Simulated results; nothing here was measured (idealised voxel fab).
process module | voxel ribs on slabs
cross-section cut | 255 nm wide | cells 5 nm
A cross-section is a grid of square cells, given in bands from the top down. A band is one or more rows of cells.
Each band's line starts with the height of the band's top and of its bottom, in nm. Then come its materials from left to right, each with its width in nm. One material with "throughout" fills the band from edge to edge. "air" is empty space.
Height 0 is the level under which the wafer as received is all one material. The lowest band goes on downwards, as in "0 down".
A width such as "30 to 40" changes by the same amount from each row of cells to the next, from the band's top row to its bottom row.
"no change" after a step means that no cell of the cross-section changed.
closed voids: empty space of 8 cells or more with no open way to the top, each as width x height at its distance from the left edge, in nm
after a step's settings: what the simulator itself notes on the step
overlay nm, on a step with a mask: how far to the right of its planned place the mask lay; to the left if negative
plan
1 op RECEIVE | material Si
2 op DIRECTIONAL_DEP | material SiO2 | thk nm 25
3 op DIRECTIONAL_DEP | material polySi | thk nm 15
4 op MASKED_ETCH | tone cover | mask id RIB | width nm 30 | etch materials polySi | depth nm 5 | overlay nm 0
5 op DIRECTIONAL_DEP | material aC | thk nm 10
6 op PATTERN | tone cover | mask id SLAB | material resist | width nm 70 | thk nm 30 | overlay nm 0
7 op DIRECTIONAL_ETCH | etch materials aC | depth nm 10
8 op STRIP | etch materials resist
9 op DIRECTIONAL_ETCH | etch materials polySi | depth nm 10
10 op STRIP | etch materials aC
11 op FILL_DEP | material SiO2 | thk nm 30
12 op CMP | height nm 60
13 op DIRECTIONAL_DEP | material TiN | thk nm 10
14 op MASKED_ETCH | tone cover | mask id HEATER | width nm 40 | etch materials TiN | depth nm 10 | overlay nm 0
15 op CONFORMAL_DEP | material SiO2 | thk nm 5
as received, after step 1
  0 down: Si throughout
  closed voids: none
first wafer at the end, as planned
  75 to 70: air 100 | SiO2 50 | air 105
  70 to 65: air 100 | SiO2 5 | TiN 40 | SiO2 5 | air 105
  65 to 60: SiO2 105 | TiN 40 | SiO2 110
  60 to 40: SiO2 throughout
  40 to 35: SiO2 110 | polySi 30 | SiO2 115
  35 to 25: SiO2 90 | polySi 70 | SiO2 95
  25 to 0: SiO2 throughout
  0 down: Si throughout
  closed voids: none
second wafer at the end: like start, like plan, one mistake
  75 to 70: air 100 | SiO2 50 | air 105
  70 to 65: air 100 | SiO2 5 | TiN 40 | SiO2 5 | air 105
  65 to 60: SiO2 105 | TiN 40 | SiO2 110
  60 to 40: SiO2 throughout
  40 to 35: SiO2 110 | polySi 30 | SiO2 115
  35 to 25: SiO2 90 | polySi 75 | SiO2 90
  25 to 0: SiO2 throughout
  0 down: Si throughout
  closed voids: none
what went wrong: step 6 ran as: op PATTERN | tone cover | mask id SLAB | material resist | width nm 75 | thk nm 30 | overlay nm 0
at the end the second wafer has, in cells: 2 fewer of SiO2 | 2 more of polySi
